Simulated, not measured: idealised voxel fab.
voxel gate over fins: a process module
Cross-sectional view cut (width: 225 nm; square cell size: 5 nm).
For the purposes of this document, a cross-section shall be understood as a grid of square cells, specified as bands listed in top-to-bottom order, each band consisting of one or more rows of cells. Within each band entry, the heights of the top and of the bottom of the band appear first, in that order and in nm; the materials of the band then follow from left to right, each with its corresponding width in nm. The designation "all across" on a single material indicates that it fills the band from edge to edge; the designation "blank" indicates empty space. Measure heights from 0. That's the level where, below it, the as-received wafer is all one material. The lowest band is bottomless and extends downward; write it as in "z 0 and below". Width: "30->40" (first number = top row, second number = bottom row, same change from row to row of cells). The cross-section has no changed cell in any step marked "nothing altered". Each empty space that has no open way to the top and spans at least 8 cells appears under "Closed void list" as width x height at distance, the distance counted from the left edge, all in nm. Past the settings on a step's line: simulator remark, on that step. overlay nm: for a step with a mask, the amount by which the mask lay right of where it was planned; a negative amount means left of it. Quick note on how to read the rest: it's all pairs. You get the cross-section before a process step and the one after, but the after one only goes down as far as the lowest band that changed. The step in between, with its settings, sits under the pair. Heads up, the pairs can come from different runs of this module on the same starting wafer, so don't assume a pair picks up from the one above unless its "Prior to step" entry says it does.

## Prior to step
	z 0 and below | Si all across
	Closed void list: none

## After the Step
	z 5 to 0 | SiN all across
	Below 0, the layers are the same as they were.
	Closed void list: none
What is the step between the two cross-sections above? CONFORMAL_DEP [material SiN] [thk nm 5]

Prior to step: Reference is made to the cross-section shown after the step in the pair directly above, which represents the state prior to this step.

## After the Step
	z 20 to 5 | aC all across
	Below 5, the layers are the same as they were.
	Closed void list: none
What is the step between the two cross-sections above? DIRECTIONAL_DEP [material aC] [thk nm 15]

Prior to step: Reference is made to the cross-section shown after the step in the pair directly above, which represents the state prior to this step.

## After the Step
	z 55 to 20 | blank (45)  resist (15)  blank (25)  resist (15)  blank (25)  resist (15)  blank (25)  resist (15)  blank (45)
	Below 20, the layers are the same as they were.
	Closed void list: none
What is the step between the two cross-sections above? PATTERN [tone cover] [mask id FINS] [material resist] [width nm 15] [pitch nm 40] [thk nm 35] [overlay nm 0]

Prior to step: Reference is made to the cross-section shown after the step in the pair directly above, which represents the state prior to this step.

## After the Step
	z 40 to 20 | blank (45)  resist (15)  blank (25)  resist (15)  blank (25)  resist (15)  blank (25)  resist (15)  blank (45)
	z 20 to 5 | blank (45)  aC (15)  blank (25)  aC (15)  blank (25)  aC (15)  blank (25)  aC (15)  blank (45)
	Below 5, the layers are the same as they were.
	Closed void list: none
What is the step between the two cross-sections above? DIRECTIONAL_ETCH [etch materials aC] [depth nm 15]

Prior to step: Reference is made to the cross-section shown after the step in the pair directly above, which represents the state prior to this step.

## After the Step
	z 20 to 5 | blank (45)  aC (15)  blank (25)  aC (15)  blank (25)  aC (15)  blank (25)  aC (15)  blank (45)
	Below 5, the layers are the same as they were.
	Closed void list: none
What is the step between the two cross-sections above? STRIP [etch materials resist]

Prior to step: Reference is made to the cross-section shown after the step in the pair directly above, which represents the state prior to this step.

## After the Step
	z 20 to 5 | blank (45)  aC (15)  blank (25)  aC (15)  blank (25)  aC (15)  blank (25)  aC (15)  blank (45)
	z 5 to 0 | blank (45)  SiN (15)  blank (25)  SiN (15)  blank (25)  SiN (15)  blank (25)  SiN (15)  blank (45)
	Below 0, the layers are the same as they were.
	Closed void list: none
What is the step between the two cross-sections above? DIRECTIONAL_ETCH [etch materials SiN] [depth nm 5]

Prior to step: Reference is made to the cross-section shown after the step in the pair directly above, which represents the state prior to this step.

## After the Step
	z 20 to 5 | blank (45)  aC (15)  blank (25)  aC (15)  blank (25)  aC (15)  blank (25)  aC (15)  blank (45)
	z 5 to 0 | blank (45)  SiN (15)  blank (25)  SiN (15)  blank (25)  SiN (15)  blank (25)  SiN (15)  blank (45)
	z 0 to -35 | blank (45)  Si (15)  blank (25)  Si (15)  blank (25)  Si (15)  blank (25)  Si (15)  blank (45)
	Below -35, the layers are the same as they were.
	Closed void list: none
What is the step between the two cross-sections above? DIRECTIONAL_ETCH [etch materials Si] [depth nm 35]

Prior to step: Reference is made to the cross-section shown after the step in the pair directly above, which represents the state prior to this step.

## After the Step
	z 5 to 0 | blank (45)  SiN (15)  blank (25)  SiN (15)  blank (25)  SiN (15)  blank (25)  SiN (15)  blank (45)
	Below 0, the layers are the same as they were.
	Closed void list: none
What is the step between the two cross-sections above? STRIP [etch materials aC]

Prior to step: Reference is made to the cross-section shown after the step in the pair directly above, which represents the state prior to this step.

## After the Step
	z 5 to 0 | blank (45)  SiN (15)  blank (25)  SiN (15)  blank (25)  SiN (15)  blank (25)  SiN (15)  blank (45)
	z 0 to -35 | blank (45)  SiO2 (5)  Si (5)  SiO2 (5)  blank (25)  SiO2 (5)  Si (5)  SiO2 (5)  blank (25)  SiO2 (5)  Si (5)  SiO2 (5)  blank (25)  SiO2 (5)  Si (5)  SiO2 (5)  blank (45)
	z -35 to -40 | SiO2 (50)  Si (5)  SiO2 (35)  Si (5)  SiO2 (35)  Si (5)  SiO2 (35)  Si (5)  SiO2 (50)
	Below -40, the layers are the same as they were.
	Closed void list: none
What is the step between the two cross-sections above? OXIDIZE [depth nm 5]

Prior to step: Reference is made to the cross-section shown after the step in the pair directly above, which represents the state prior to this step.

## After the Step
	z 20 to 5 | SiO2 all across
	z 5 to 0 | SiO2 (45)  SiN (15)  SiO2 (25)  SiN (15)  SiO2 (25)  SiN (15)  SiO2 (25)  SiN (15)  SiO2 (45)
	z 0 to -40 | SiO2 (50)  Si (5)  SiO2 (35)  Si (5)  SiO2 (35)  Si (5)  SiO2 (35)  Si (5)  SiO2 (50)
	Below -40, the layers are the same as they were.
	Closed void list: none
What is the step between the two cross-sections above? FILL_DEP [material SiO2] [thk nm 15]

Prior to step: Reference is made to the cross-section shown after the step in the pair directly above, which represents the state prior to this step.

## After the Step
	z 5 to 0 | SiO2 (45)  SiN (15)  SiO2 (25)  SiN (15)  SiO2 (25)  SiN (15)  SiO2 (25)  SiN (15)  SiO2 (45)
	Below 0, the layers are the same as they were.
	Closed void list: none
What is the step between the two cross-sections above? CMP [height nm 5]

Prior to step: Reference is made to the cross-section shown after the step in the pair directly above, which represents the state prior to this step.

## After the Step
	z 5 to 0 | blank (45)  SiN (15)  blank (25)  SiN (15)  blank (25)  SiN (15)  blank (25)  SiN (15)  blank (45)
	z 0 to -10 | blank (50)  Si (5)  blank (35)  Si (5)  blank (35)  Si (5)  blank (35)  Si (5)  blank (50)
	Below -10, the layers are the same as they were.
	Closed void list: none
What is the step between the two cross-sections above? SELECTIVE_ETCH [etch materials SiO2] [depth nm 15]

Prior to step: Reference is made to the cross-section shown after the step in the pair directly above, which represents the state prior to this step.

## After the Step
	z 0 to -10 | blank (50)  Si (5)  blank (35)  Si (5)  blank (35)  Si (5)  blank (35)  Si (5)  blank (50)
	Below -10, the layers are the same as they were.
	Closed void list: none
What is the step between the two cross-sections above? STRIP [etch materials SiN]

Prior to step: Reference is made to the cross-section shown after the step in the pair directly above, which represents the state prior to this step.

## After the Step
	z 5 to 0 | blank (45)  HfO2 (15)  blank (25)  HfO2 (15)  blank (25)  HfO2 (15)  blank (25)  HfO2 (15)  blank (45)
	z 0 to -5 | blank (45)  HfO2 (5)  Si (5)  HfO2 (5)  blank (25)  HfO2 (5)  Si (5)  HfO2 (5)  blank (25)  HfO2 (5)  Si (5)  HfO2 (5)  blank (25)  HfO2 (5)  Si (5)  HfO2 (5)  blank (45)
	z -5 to -10 | HfO2 (50)  Si (5)  HfO2 (35)  Si (5)  HfO2 (35)  Si (5)  HfO2 (35)  Si (5)  HfO2 (50)
	Below -10, the layers are the same as they were.
	Closed void list: none
What is the step between the two cross-sections above? CONFORMAL_DEP [material HfO2] [thk nm 5]

Prior to step: Reference is made to the cross-section shown after the step in the pair directly above, which represents the state prior to this step.

## After the Step
	z 10 to 5 | blank (40)  TiN (25)  blank (15)  TiN (25)  blank (15)  TiN (25)  blank (15)  TiN (25)  blank (40)
	z 5 to 0 | blank (40)  TiN (5)  HfO2 (15)  TiN (5)  blank (15)  TiN (5)  HfO2 (15)  TiN (5)  blank (15)  TiN (5)  HfO2 (15)  TiN (5)  blank (15)  TiN (5)  HfO2 (15)  TiN (5)  blank (40)
	z 0 to -5 | TiN (45)  HfO2 (5)  Si (5)  HfO2 (5)  TiN (25)  HfO2 (5)  Si (5)  HfO2 (5)  TiN (25)  HfO2 (5)  Si (5)  HfO2 (5)  TiN (25)  HfO2 (5)  Si (5)  HfO2 (5)  TiN (45)
	Below -5, the layers are the same as they were.
	Closed void list: none
What is the step between the two cross-sections above? CONFORMAL_DEP [material TiN] [thk nm 5]

Prior to step: Reference is made to the cross-section shown after the step in the pair directly above, which represents the state prior to this step.

## After the Step
	z 15 to 10 | blank (35)  TiAl (35)  blank (5)  TiAl (35)  blank (5)  TiAl (35)  blank (5)  TiAl (35)  blank (35)
	z 10 to 5 | blank (35)  TiAl (5)  TiN (25)  TiAl (5)  blank (5)  TiAl (5)  TiN (25)  TiAl (5)  blank (5)  TiAl (5)  TiN (25)  TiAl (5)  blank (5)  TiAl (5)  TiN (25)  TiAl (5)  blank (35)
	z 5 to 0 | TiAl (40)  TiN (5)  HfO2 (15)  TiN (5)  TiAl (15)  TiN (5)  HfO2 (15)  TiN (5)  TiAl (15)  TiN (5)  HfO2 (15)  TiN (5)  TiAl (15)  TiN (5)  HfO2 (15)  TiN (5)  TiAl (40)
	Below 0, the layers are the same as they were.
	Closed void list: none
What is the step between the two cross-sections above? CONFORMAL_DEP [material TiAl] [thk nm 5]

Prior to step: Reference is made to the cross-section shown after the step in the pair directly above, which represents the state prior to this step.

## After the Step
	z 20 to 15 | blank (30)  TiN (165)  blank (30)
	z 15 to 10 | blank (30)  TiN (5)  TiAl (35)  TiN (5)  TiAl (35)  TiN (5)  TiAl (35)  TiN (5)  TiAl (35)  TiN (5)  blank (30)
	z 10 to 5 | TiN (35)  TiAl (5)  TiN (25)  TiAl (5)  TiN (5)  TiAl (5)  TiN (25)  TiAl (5)  TiN (5)  TiAl (5)  TiN (25)  TiAl (5)  TiN (5)  TiAl (5)  TiN (25)  TiAl (5)  TiN (35)
	Below 5, the layers are the same as they were.
	Closed void list: none
What is the step between the two cross-sections above? CONFORMAL_DEP [material TiN] [thk nm 5]

Prior to step: Reference is made to the cross-section shown after the step in the pair directly above, which represents the state prior to this step.

## After the Step
	z 30 to 20 | W all across
	z 20 to 15 | W (30)  TiN (165)  W (30)
	z 15 to 10 | W (30)  TiN (5)  TiAl (35)  TiN (5)  TiAl (35)  TiN (5)  TiAl (35)  TiN (5)  TiAl (35)  TiN (5)  W (30)
	Below 10, the layers are the same as they were.
	Closed void list: none
What is the step between the two cross-sections above? FILL_DEP [material W] [thk nm 10]

Prior to step: Reference is made to the cross-section shown after the step in the pair directly above, which represents the state prior to this step.

## After the Step
	z 25 to 20 | W all across
	Below 20, the layers are the same as they were.
	Closed void list: none
What is the step between the two cross-sections above? CMP [height nm 25]

Prior to step: Reference is made to the cross-section shown after the step in the pair directly above, which represents the state prior to this step.

## After the Step
	z 30 to 25 | SiCN all across
	Below 25, the layers are the same as they were.
	Closed void list: none
What is the step between the two cross-sections above? CONFORMAL_DEP [material SiCN] [thk nm 5]

## Prior to step
	z 10 to 5 | blank (40)  TiN (25)  blank (15)  TiN (25)  blank (15)  TiN (25)  blank (15)  TiN (25)  blank (40)
	z 5 to 0 | blank (40)  TiN (5)  HfO2 (15)  TiN (5)  blank (15)  TiN (5)  HfO2 (15)  TiN (5)  blank (15)  TiN (5)  HfO2 (15)  TiN (5)  blank (15)  TiN (5)  HfO2 (15)  TiN (5)  blank (40)
	z 0 to -5 | TiN (45)  HfO2 (5)  Si (5)  HfO2 (5)  TiN (25)  HfO2 (5)  Si (5)  HfO2 (5)  TiN (25)  HfO2 (5)  Si (5)  HfO2 (5)  TiN (25)  HfO2 (5)  Si (5)  HfO2 (5)  TiN (45)
	z -5 to -10 | HfO2 (50)  Si (5)  HfO2 (35)  Si (5)  HfO2 (35)  Si (5)  HfO2 (35)  Si (5)  HfO2 (50)
	z -10 to -40 | SiO2 (50)  Si (5)  SiO2 (35)  Si (5)  SiO2 (35)  Si (5)  SiO2 (35)  Si (5)  SiO2 (50)
	z -40 and below | Si all across
	Closed void list: none

## After the Step
	z 15 to 5 | blank (35)  TiN (35)  blank (5)  TiN (35)  blank (5)  TiN (35)  blank (5)  TiN (35)  blank (35)
	z 5 to 0 | TiN (45)  HfO2 (15)  TiN (25)  HfO2 (15)  TiN (25)  HfO2 (15)  TiN (25)  HfO2 (15)  TiN (45)
	Below 0, the layers are the same as they were.
	Closed void list: none
What is the step between the two cross-sections above? CONFORMAL_DEP [material TiN] [thk nm 5]

Prior to step: Reference is made to the cross-section shown after the step in the pair directly above, which represents the state prior to this step.

## After the Step
	z 25 to 15 | W all across
	z 15 to 5 | W (35)  TiN (35)  W (5)  TiN (35)  W (5)  TiN (35)  W (5)  TiN (35)  W (35)
	Below 5, the layers are the same as they were.
	Closed void list: none
What is the step between the two cross-sections above? FILL_DEP [material W] [thk nm 10]

Prior to step: Reference is made to the cross-section shown after the step in the pair directly above, which represents the state prior to this step.

## After the Step
	z 30 to 25 | SiCN all across
	Below 25, the layers are the same as they were.
	Closed void list: none
What is the step between the two cross-sections above? CONFORMAL_DEP [material SiCN] [thk nm 5]

## Prior to step
	z 5 to 0 | blank (45)  SiN (15)  blank (25)  SiN (15)  blank (25)  SiN (15)  blank (25)  SiN (15)  blank (45)
	z 0 to -10 | blank (50)  Si (5)  blank (35)  Si (5)  blank (35)  Si (5)  blank (35)  Si (5)  blank (50)
	z -10 to -40 | SiO2 (50)  Si (5)  SiO2 (35)  Si (5)  SiO2 (35)  Si (5)  SiO2 (35)  Si (5)  SiO2 (50)
	z -40 and below | Si all across
	Closed void list: none

## After the Step
	z 5 to 0 | blank (45)  SiN (15)  blank (25)  SiN (15)  blank (25)  SiN (15)  blank (25)  SiN (15)  blank (45)
	z 0 to -25 | blank (50)  Si (5)  blank (35)  Si (5)  blank (35)  Si (5)  blank (35)  Si (5)  blank (50)
	Below -25, the layers are the same as they were.
	Closed void list: none
What is the step between the two cross-sections above? SELECTIVE_ETCH [etch materials SiO2] [depth nm 15]

Prior to step: Reference is made to the cross-section shown after the step in the pair directly above, which represents the state prior to this step.

## After the Step
	z 0 to -25 | blank (50)  Si (5)  blank (35)  Si (5)  blank (35)  Si (5)  blank (35)  Si (5)  blank (50)
	Below -25, the layers are the same as they were.
	Closed void list: none
What is the step between the two cross-sections above? STRIP [etch materials SiN]

Prior to step: Reference is made to the cross-section shown after the step in the pair directly above, which represents the state prior to this step.

## After the Step
	z 5 to 0 | blank (45)  HfO2 (15)  blank (25)  HfO2 (15)  blank (25)  HfO2 (15)  blank (25)  HfO2 (15)  blank (45)
	z 0 to -20 | blank (45)  HfO2 (5)  Si (5)  HfO2 (5)  blank (25)  HfO2 (5)  Si (5)  HfO2 (5)  blank (25)  HfO2 (5)  Si (5)  HfO2 (5)  blank (25)  HfO2 (5)  Si (5)  HfO2 (5)  blank (45)
	z -20 to -25 | HfO2 (50)  Si (5)  HfO2 (35)  Si (5)  HfO2 (35)  Si (5)  HfO2 (35)  Si (5)  HfO2 (50)
	Below -25, the layers are the same as they were.
	Closed void list: none
What is the step between the two cross-sections above? CONFORMAL_DEP [material HfO2] [thk nm 5]

Prior to step: Reference is made to the cross-section shown after the step in the pair directly above, which represents the state prior to this step.

## After the Step
	z 10 to 5 | blank (40)  TiN (25)  blank (15)  TiN (25)  blank (15)  TiN (25)  blank (15)  TiN (25)  blank (40)
	z 5 to 0 | blank (40)  TiN (5)  HfO2 (15)  TiN (5)  blank (15)  TiN (5)  HfO2 (15)  TiN (5)  blank (15)  TiN (5)  HfO2 (15)  TiN (5)  blank (15)  TiN (5)  HfO2 (15)  TiN (5)  blank (40)
	z 0 to -15 | blank (40)  TiN (5)  HfO2 (5)  Si (5)  HfO2 (5)  TiN (5)  blank (15)  TiN (5)  HfO2 (5)  Si (5)  HfO2 (5)  TiN (5)  blank (15)  TiN (5)  HfO2 (5)  Si (5)  HfO2 (5)  TiN (5)  blank (15)  TiN (5)  HfO2 (5)  Si (5)  HfO2 (5)  TiN (5)  blank (40)
	z -15 to -20 | TiN (45)  HfO2 (5)  Si (5)  HfO2 (5)  TiN (25)  HfO2 (5)  Si (5)  HfO2 (5)  TiN (25)  HfO2 (5)  Si (5)  HfO2 (5)  TiN (25)  HfO2 (5)  Si (5)  HfO2 (5)  TiN (45)
	Below -20, the layers are the same as they were.
	Closed void list: none
What is the step between the two cross-sections above? CONFORMAL_DEP [material TiN] [thk nm 5]

Prior to step: Reference is made to the cross-section shown after the step in the pair directly above, which represents the state prior to this step.

## After the Step
	z 15 to 10 | blank (35)  TiAl (35)  blank (5)  TiAl (35)  blank (5)  TiAl (35)  blank (5)  TiAl (35)  blank (35)
	z 10 to 5 | blank (35)  TiAl (5)  TiN (25)  TiAl (5)  blank (5)  TiAl (5)  TiN (25)  TiAl (5)  blank (5)  TiAl (5)  TiN (25)  TiAl (5)  blank (5)  TiAl (5)  TiN (25)  TiAl (5)  blank (35)
	z 5 to 0 | blank (35)  TiAl (5)  TiN (5)  HfO2 (15)  TiN (5)  TiAl (5)  blank (5)  TiAl (5)  TiN (5)  HfO2 (15)  TiN (5)  TiAl (5)  blank (5)  TiAl (5)  TiN (5)  HfO2 (15)  TiN (5)  TiAl (5)  blank (5)  TiAl (5)  TiN (5)  HfO2 (15)  TiN (5)  TiAl (5)  blank (35)
	z 0 to -10 | blank (35)  TiAl (5)  TiN (5)  HfO2 (5)  Si (5)  HfO2 (5)  TiN (5)  TiAl (5)  blank (5)  TiAl (5)  TiN (5)  HfO2 (5)  Si (5)  HfO2 (5)  TiN (5)  TiAl (5)  blank (5)  TiAl (5)  TiN (5)  HfO2 (5)  Si (5)  HfO2 (5)  TiN (5)  TiAl (5)  blank (5)  TiAl (5)  TiN (5)  HfO2 (5)  Si (5)  HfO2 (5)  TiN (5)  TiAl (5)  blank (35)
	z -10 to -15 | TiAl (40)  TiN (5)  HfO2 (5)  Si (5)  HfO2 (5)  TiN (5)  TiAl (15)  TiN (5)  HfO2 (5)  Si (5)  HfO2 (5)  TiN (5)  TiAl (15)  TiN (5)  HfO2 (5)  Si (5)  HfO2 (5)  TiN (5)  TiAl (15)  TiN (5)  HfO2 (5)  Si (5)  HfO2 (5)  TiN (5)  TiAl (40)
	Below -15, the layers are the same as they were.
	Closed void list: none
What is the step between the two cross-sections above? CONFORMAL_DEP [material TiAl] [thk nm 5]

Prior to step: Reference is made to the cross-section shown after the step in the pair directly above, which represents the state prior to this step.

## After the Step
	z 20 to 15 | blank (30)  TiN (165)  blank (30)
	z 15 to 10 | blank (30)  TiN (5)  TiAl (35)  TiN (5)  TiAl (35)  TiN (5)  TiAl (35)  TiN (5)  TiAl (35)  TiN (5)  blank (30)
	z 10 to 5 | blank (30)  TiN (5)  TiAl (5)  TiN (25)  TiAl (5)  TiN (5)  TiAl (5)  TiN (25)  TiAl (5)  TiN (5)  TiAl (5)  TiN (25)  TiAl (5)  TiN (5)  TiAl (5)  TiN (25)  TiAl (5)  TiN (5)  blank (30)
	z 5 to 0 | blank (30)  TiN (5)  TiAl (5)  TiN (5)  HfO2 (15)  TiN (5)  TiAl (5)  TiN (5)  TiAl (5)  TiN (5)  HfO2 (15)  TiN (5)  TiAl (5)  TiN (5)  TiAl (5)  TiN (5)  HfO2 (15)  TiN (5)  TiAl (5)  TiN (5)  TiAl (5)  TiN (5)  HfO2 (15)  TiN (5)  TiAl (5)  TiN (5)  blank (30)
	z 0 to -5 | blank (30)  TiN (5)  TiAl (5)  TiN (5)  HfO2 (5)  Si (5)  HfO2 (5)  TiN (5)  TiAl (5)  TiN (5)  TiAl (5)  TiN (5)  HfO2 (5)  Si (5)  HfO2 (5)  TiN (5)  TiAl (5)  TiN (5)  TiAl (5)  TiN (5)  HfO2 (5)  Si (5)  HfO2 (5)  TiN (5)  TiAl (5)  TiN (5)  TiAl (5)  TiN (5)  HfO2 (5)  Si (5)  HfO2 (5)  TiN (5)  TiAl (5)  TiN (5)  blank (30)
	z -5 to -10 | TiN (35)  TiAl (5)  TiN (5)  HfO2 (5)  Si (5)  HfO2 (5)  TiN (5)  TiAl (5)  TiN (5)  TiAl (5)  TiN (5)  HfO2 (5)  Si (5)  HfO2 (5)  TiN (5)  TiAl (5)  TiN (5)  TiAl (5)  TiN (5)  HfO2 (5)  Si (5)  HfO2 (5)  TiN (5)  TiAl (5)  TiN (5)  TiAl (5)  TiN (5)  HfO2 (5)  Si (5)  HfO2 (5)  TiN (5)  TiAl (5)  TiN (35)
	Below -10, the layers are the same as they were.
	Closed void list: none
What is the step between the two cross-sections above? CONFORMAL_DEP [material TiN] [thk nm 5]

Prior to step: Reference is made to the cross-section shown after the step in the pair directly above, which represents the state prior to this step.

## After the Step
	z 30 to 20 | W all across
	z 20 to 15 | W (30)  TiN (165)  W (30)
	z 15 to 10 | W (30)  TiN (5)  TiAl (35)  TiN (5)  TiAl (35)  TiN (5)  TiAl (35)  TiN (5)  TiAl (35)  TiN (5)  W (30)
	z 10 to 5 | W (30)  TiN (5)  TiAl (5)  TiN (25)  TiAl (5)  TiN (5)  TiAl (5)  TiN (25)  TiAl (5)  TiN (5)  TiAl (5)  TiN (25)  TiAl (5)  TiN (5)  TiAl (5)  TiN (25)  TiAl (5)  TiN (5)  W (30)
	z 5 to 0 | W (30)  TiN (5)  TiAl (5)  TiN (5)  HfO2 (15)  TiN (5)  TiAl (5)  TiN (5)  TiAl (5)  TiN (5)  HfO2 (15)  TiN (5)  TiAl (5)  TiN (5)  TiAl (5)  TiN (5)  HfO2 (15)  TiN (5)  TiAl (5)  TiN (5)  TiAl (5)  TiN (5)  HfO2 (15)  TiN (5)  TiAl (5)  TiN (5)  W (30)
	z 0 to -5 | W (30)  TiN (5)  TiAl (5)  TiN (5)  HfO2 (5)  Si (5)  HfO2 (5)  TiN (5)  TiAl (5)  TiN (5)  TiAl (5)  TiN (5)  HfO2 (5)  Si (5)  HfO2 (5)  TiN (5)  TiAl (5)  TiN (5)  TiAl (5)  TiN (5)  HfO2 (5)  Si (5)  HfO2 (5)  TiN (5)  TiAl (5)  TiN (5)  TiAl (5)  TiN (5)  HfO2 (5)  Si (5)  HfO2 (5)  TiN (5)  TiAl (5)  TiN (5)  W (30)
	Below -5, the layers are the same as they were.
	Closed void list: none
What is the step between the two cross-sections above? FILL_DEP [material W] [thk nm 10]

Prior to step: Reference is made to the cross-section shown after the step in the pair directly above, which represents the state prior to this step.

## After the Step
	z 25 to 20 | W all across
	Below 20, the layers are the same as they were.
	Closed void list: none
What is the step between the two cross-sections above? CMP [height nm 25]

Prior to step: Reference is made to the cross-section shown after the step in the pair directly above, which represents the state prior to this step.

## After the Step
	z 30 to 25 | SiCN all across
	Below 25, the layers are the same as they were.
	Closed void list: none
What is the step between the two cross-sections above? CONFORMAL_DEP [material SiCN] [thk nm 5]

## Prior to step
	z 5 to 0 | blank (45)  HfO2 (15)  blank (25)  HfO2 (15)  blank (25)  HfO2 (15)  blank (25)  HfO2 (15)  blank (45)
	z 0 to -5 | blank (45)  HfO2 (5)  Si (5)  HfO2 (5)  blank (25)  HfO2 (5)  Si (5)  HfO2 (5)  blank (25)  HfO2 (5)  Si (5)  HfO2 (5)  blank (25)  HfO2 (5)  Si (5)  HfO2 (5)  blank (45)
	z -5 to -10 | HfO2 (50)  Si (5)  HfO2 (35)  Si (5)  HfO2 (35)  Si (5)  HfO2 (35)  Si (5)  HfO2 (50)
	z -10 to -40 | SiO2 (50)  Si (5)  SiO2 (35)  Si (5)  SiO2 (35)  Si (5)  SiO2 (35)  Si (5)  SiO2 (50)
	z -40 and below | Si all across
	Closed void list: none

## After the Step
	z 10 to 5 | blank (40)  TiAl (25)  blank (15)  TiAl (25)  blank (15)  TiAl (25)  blank (15)  TiAl (25)  blank (40)
	z 5 to 0 | blank (40)  TiAl (5)  HfO2 (15)  TiAl (5)  blank (15)  TiAl (5)  HfO2 (15)  TiAl (5)  blank (15)  TiAl (5)  HfO2 (15)  TiAl (5)  blank (15)  TiAl (5)  HfO2 (15)  TiAl (5)  blank (40)
	z 0 to -5 | TiAl (45)  HfO2 (5)  Si (5)  HfO2 (5)  TiAl (25)  HfO2 (5)  Si (5)  HfO2 (5)  TiAl (25)  HfO2 (5)  Si (5)  HfO2 (5)  TiAl (25)  HfO2 (5)  Si (5)  HfO2 (5)  TiAl (45)
	Below -5, the layers are the same as they were.
	Closed void list: none
What is the step between the two cross-sections above? CONFORMAL_DEP [material TiAl] [thk nm 5]

Prior to step: Reference is made to the cross-section shown after the step in the pair directly above, which represents the state prior to this step.

## After the Step
	z 15 to 10 | blank (35)  TiN (35)  blank (5)  TiN (35)  blank (5)  TiN (35)  blank (5)  TiN (35)  blank (35)
	z 10 to 5 | blank (35)  TiN (5)  TiAl (25)  TiN (5)  blank (5)  TiN (5)  TiAl (25)  TiN (5)  blank (5)  TiN (5)  TiAl (25)  TiN (5)  blank (5)  TiN (5)  TiAl (25)  TiN (5)  blank (35)
	z 5 to 0 | TiN (40)  TiAl (5)  HfO2 (15)  TiAl (5)  TiN (15)  TiAl (5)  HfO2 (15)  TiAl (5)  TiN (15)  TiAl (5)  HfO2 (15)  TiAl (5)  TiN (15)  TiAl (5)  HfO2 (15)  TiAl (5)  TiN (40)
	Below 0, the layers are the same as they were.
	Closed void list: none
What is the step between the two cross-sections above? CONFORMAL_DEP [material TiN] [thk nm 5]

Prior to step: Reference is made to the cross-section shown after the step in the pair directly above, which represents the state prior to this step.

## After the Step
	z 20 to 10 | blank (30)  TiN (165)  blank (30)
	z 10 to 5 | TiN (40)  TiAl (25)  TiN (15)  TiAl (25)  TiN (15)  TiAl (25)  TiN (15)  TiAl (25)  TiN (40)
	Below 5, the layers are the same as they were.
	Closed void list: none
What is the step between the two cross-sections above? CONFORMAL_DEP [material TiN] [thk nm 5]

Prior to step: Reference is made to the cross-section shown after the step in the pair directly above, which represents the state prior to this step.

## After the Step
	z 30 to 20 | W all across
	z 20 to 10 | W (30)  TiN (165)  W (30)
	Below 10, the layers are the same as they were.
	Closed void list: none
What is the step between the two cross-sections above? FILL_DEP [material W] [thk nm 10]

Prior to step: Reference is made to the cross-section shown after the step in the pair directly above, which represents the state prior to this step.

## After the Step
	z 25 to 20 | W all across
	Below 20, the layers are the same as they were.
	Closed void list: none
What is the step between the two cross-sections above? CMP [height nm 25]

Prior to step: Reference is made to the cross-section shown after the step in the pair directly above, which represents the state prior to this step.

## After the Step
	z 30 to 25 | SiCN all across
	Below 25, the layers are the same as they were.
	Closed void list: none
What is the step between the two cross-sections above? CONFORMAL_DEP [material SiCN] [thk nm 5]

## Prior to step
	z 5 to 0 | SiO2 (45)  SiN (15)  SiO2 (25)  SiN (15)  SiO2 (25)  SiN (15)  SiO2 (25)  SiN (15)  SiO2 (45)
	z 0 to -40 | SiO2 (50)  Si (5)  SiO2 (35)  Si (5)  SiO2 (35)  Si (5)  SiO2 (35)  Si (5)  SiO2 (50)
	z -40 and below | Si all across
	Closed void list: none

## After the Step
	z 5 to 0 | blank (45)  SiN (15)  blank (25)  SiN (15)  blank (25)  SiN (15)  blank (25)  SiN (15)  blank (45)
	z 0 to -20 | blank (50)  Si (5)  blank (35)  Si (5)  blank (35)  Si (5)  blank (35)  Si (5)  blank (50)
	Below -20, the layers are the same as they were.
	Closed void list: none
What is the step between the two cross-sections above? SELECTIVE_ETCH [etch materials SiO2] [depth nm 25]

Prior to step: Reference is made to the cross-section shown after the step in the pair directly above, which represents the state prior to this step.

## After the Step
	z 0 to -20 | blank (50)  Si (5)  blank (35)  Si (5)  blank (35)  Si (5)  blank (35)  Si (5)  blank (50)
	Below -20, the layers are the same as they were.
	Closed void list: none
What is the step between the two cross-sections above? STRIP [etch materials SiN]

Prior to step: Reference is made to the cross-section shown after the step in the pair directly above, which represents the state prior to this step.

## After the Step
	z 5 to 0 | blank (45)  HfO2 (15)  blank (25)  HfO2 (15)  blank (25)  HfO2 (15)  blank (25)  HfO2 (15)  blank (45)
	z 0 to -15 | blank (45)  HfO2 (5)  Si (5)  HfO2 (5)  blank (25)  HfO2 (5)  Si (5)  HfO2 (5)  blank (25)  HfO2 (5)  Si (5)  HfO2 (5)  blank (25)  HfO2 (5)  Si (5)  HfO2 (5)  blank (45)
	z -15 to -20 | HfO2 (50)  Si (5)  HfO2 (35)  Si (5)  HfO2 (35)  Si (5)  HfO2 (35)  Si (5)  HfO2 (50)
	Below -20, the layers are the same as they were.
	Closed void list: none
What is the step between the two cross-sections above? CONFORMAL_DEP [material HfO2] [thk nm 5]

Prior to step: Reference is made to the cross-section shown after the step in the pair directly above, which represents the state prior to this step.

## After the Step
	z 10 to 5 | blank (40)  TiN (25)  blank (15)  TiN (25)  blank (15)  TiN (25)  blank (15)  TiN (25)  blank (40)
	z 5 to 0 | blank (40)  TiN (5)  HfO2 (15)  TiN (5)  blank (15)  TiN (5)  HfO2 (15)  TiN (5)  blank (15)  TiN (5)  HfO2 (15)  TiN (5)  blank (15)  TiN (5)  HfO2 (15)  TiN (5)  blank (40)
	z 0 to -10 | blank (40)  TiN (5)  HfO2 (5)  Si (5)  HfO2 (5)  TiN (5)  blank (15)  TiN (5)  HfO2 (5)  Si (5)  HfO2 (5)  TiN (5)  blank (15)  TiN (5)  HfO2 (5)  Si (5)  HfO2 (5)  TiN (5)  blank (15)  TiN (5)  HfO2 (5)  Si (5)  HfO2 (5)  TiN (5)  blank (40)
	z -10 to -15 | TiN (45)  HfO2 (5)  Si (5)  HfO2 (5)  TiN (25)  HfO2 (5)  Si (5)  HfO2 (5)  TiN (25)  HfO2 (5)  Si (5)  HfO2 (5)  TiN (25)  HfO2 (5)  Si (5)  HfO2 (5)  TiN (45)
	Below -15, the layers are the same as they were.
	Closed void list: none
What is the step between the two cross-sections above? CONFORMAL_DEP [material TiN] [thk nm 5]
